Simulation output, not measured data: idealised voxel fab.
This section sets out a process module, namely voxel wiring stack.
Pictured: cross-section cut, 285 nm wide, on a grid of 5 nm square cells.
Bands, listed from the top down, are how a cross-section gets written in this document; the cross-section itself is a grid of square cells, and a band is one or more rows of them.
Top height, bottom height, nm. Materials left to right, width each, nm. Single material + "edge to edge" = fills band edge to edge. "air" = empty.
Heights from 0 (as-received wafer is one material below). Bottom band endless downward, as "0 and below".
You'd read "30->40" like this: the band's top row of cells is as wide as the first number, its bottom row is as wide as the second, and going down, every row changes width by the same amount as the row before did.
The cross-section has no changed cell in any step marked "nothing altered".
"Enclosed internal cavities" specifies each empty space that is not open to the top and that occupies no fewer than 8 cells, using the form width x height at distance, the distance measured from the left edge and all three quantities in nm.
If you see something after the settings on a step's line, that's the simulator's own remark about that step.
overlay nm: where the mask lay relative to plan, measured to the right, on steps with a mask; negatives go left.
**The steps planned for the process are as follows**
| 1 | RECEIVE | material Si |
| 2 | CONFORMAL_DEP | material SiO2 | thk nm 15 |
| 3 | CONFORMAL_DEP | material SiN | thk nm 5 |
| 4 | DIRECTIONAL_DEP | material SiO2 | thk nm 20 |
| 5 | PATTERN | tone open | mask id METAL_1 | material resist | width nm 20 | pitch nm 45 | thk nm 20 | overlay nm 0 |
| 6 | DIRECTIONAL_ETCH | etch materials SiO2 | depth nm 20 |
| 7 | DIRECTIONAL_ETCH | etch materials SiN | depth nm 5 |
| 8 | STRIP | etch materials resist |
| 9 | CONFORMAL_DEP | material TiN | thk nm 5 |
| 10 | FILL_DEP | material Cu | thk nm 10 |
| 11 | CMP | height nm 40 |
| 12 | CONFORMAL_DEP | material SiCN | thk nm 5 |
| 13 | DIRECTIONAL_DEP | material lowk | thk nm 15 |
| 14 | DIRECTIONAL_DEP | material aC | thk nm 10 |
| 15 | PATTERN | tone open | mask id PLUG_1 | material resist | width nm 15 | pitch nm 90 | thk nm 30 | overlay nm 0 |
| 16 | DIRECTIONAL_ETCH | etch materials aC | depth nm 10 |
| 17 | STRIP | etch materials resist |
| 18 | DIRECTIONAL_ETCH | etch materials lowk | depth nm 15 |
| 19 | DIRECTIONAL_ETCH | etch materials SiCN | depth nm 5 |
| 20 | STRIP | etch materials aC |
| 21 | CONFORMAL_DEP | material TiN | thk nm 5 |
| 22 | FILL_DEP | material Ru | thk nm 5 |
| 23 | CMP | height nm 60 |
| 24 | CONFORMAL_DEP | material SiCN | thk nm 5 |
| 25 | DIRECTIONAL_DEP | material lowk | thk nm 15 |
| 26 | MASKED_ETCH | tone open | mask id METAL_2 | width nm 20 | pitch nm 45 | etch materials lowk | depth nm 15 | overlay nm 0 |
| 27 | MASKED_ETCH | tone open | mask id METAL_2 | width nm 20 | pitch nm 45 | etch materials SiCN | depth nm 5 | overlay nm -15 |
| 28 | CONFORMAL_DEP | material TiN | thk nm 5 |
| 29 | FILL_DEP | material Cu | thk nm 5 |
| 30 | CMP | height nm 80 |
| 31 | EPI | material Ru | thk nm 5 |
| 32 | FILL_DEP | material SiCN | thk nm 5 |
Wafers differ in overlay nm at step 27; plan lists the first wafer's value; identical starting state.
**The as-received cross-section of the first of several wafers corresponds to the state after step 1**
	0 and below: Si edge to edge
	Enclosed internal cavities: none
**Per wafer, end of module: cells gained (+) or lost (-) per material since receipt, then closed voids**
overlay nm -15 | +36 Cu | +24 Ru | +201 SiCN | +45 SiN | +351 SiO2 | +81 TiN | +288 lowk | Enclosed internal cavities: none
overlay nm -10 | +36 Cu | +24 Ru | +198 SiCN | +45 SiN | +351 SiO2 | +84 TiN | +288 lowk | Enclosed internal cavities: none
overlay nm -5 | +39 Cu | +24 Ru | +195 SiCN | +45 SiN | +351 SiO2 | +84 TiN | +288 lowk | Enclosed internal cavities: none
overlay nm 0 | +42 Cu | +24 Ru | +192 SiCN | +45 SiN | +351 SiO2 | +84 TiN | +288 lowk | Enclosed internal cavities: none
overlay nm 5 | +39 Cu | +24 Ru | +195 SiCN | +45 SiN | +351 SiO2 | +84 TiN | +288 lowk | Enclosed internal cavities: none
overlay nm 10 | +36 Cu | +24 Ru | +198 SiCN | +45 SiN | +351 SiO2 | +84 TiN | +288 lowk | Enclosed internal cavities: none
overlay nm 15 | +36 Cu | +24 Ru | +201 SiCN | +45 SiN | +351 SiO2 | +81 TiN | +288 lowk | Enclosed internal cavities: none
